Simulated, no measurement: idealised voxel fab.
process module | voxel tone inversion
cross-section cut | 165 nm wide | cells 5 nm
A cross-section is a grid of square cells, given in bands from the top down. A band is one or more rows of cells.
Each band's line starts with the height of the band's top and of its bottom, in nm. Then come its materials from left to right, each with its width in nm. One material with "throughout" fills the band from edge to edge. "air" is empty space.
Height 0 is the level under which the wafer as received is all one material. The lowest band goes on downwards, as in "0 down".
A width such as "30 to 40" changes by the same amount from each row of cells to the next, from the band's top row to its bottom row.
"no change" after a step means that no cell of the cross-section changed.
closed voids: empty space of 8 cells or more with no open way to the top, each as width x height at its distance from the left edge, in nm
after a step's settings: what the simulator itself notes on the step
overlay nm, on a step with a mask: how far to the right of its planned place the mask lay; to the left if negative
plan
1 op RECEIVE | material Si
2 op CONFORMAL_DEP | material SiN | thk nm 5
3 op DIRECTIONAL_DEP | material aC | thk nm 20
4 op PATTERN | tone cover | mask id POSTS | material resist | width nm 15 | pitch nm 30 | thk nm 30 | overlay nm 0
5 op DIRECTIONAL_ETCH | etch materials aC | depth nm 20
6 op STRIP | etch materials resist
7 op FILL_DEP | material lowk | thk nm 5
8 op CMP | height nm 25
9 op STRIP | etch materials aC
as received, after step 1
  0 down: Si throughout
  closed voids: none
a wafer at the end: this start, this plan, one mistake
  25 to 20: lowk throughout
  20 to 0: lowk 30 | aC 15 | lowk 15 | aC 15 | lowk 15 | aC 15 | lowk 15 | aC 15 | lowk 30
  0 down: Si throughout
  closed voids: none
what went wrong: step 2 was left out
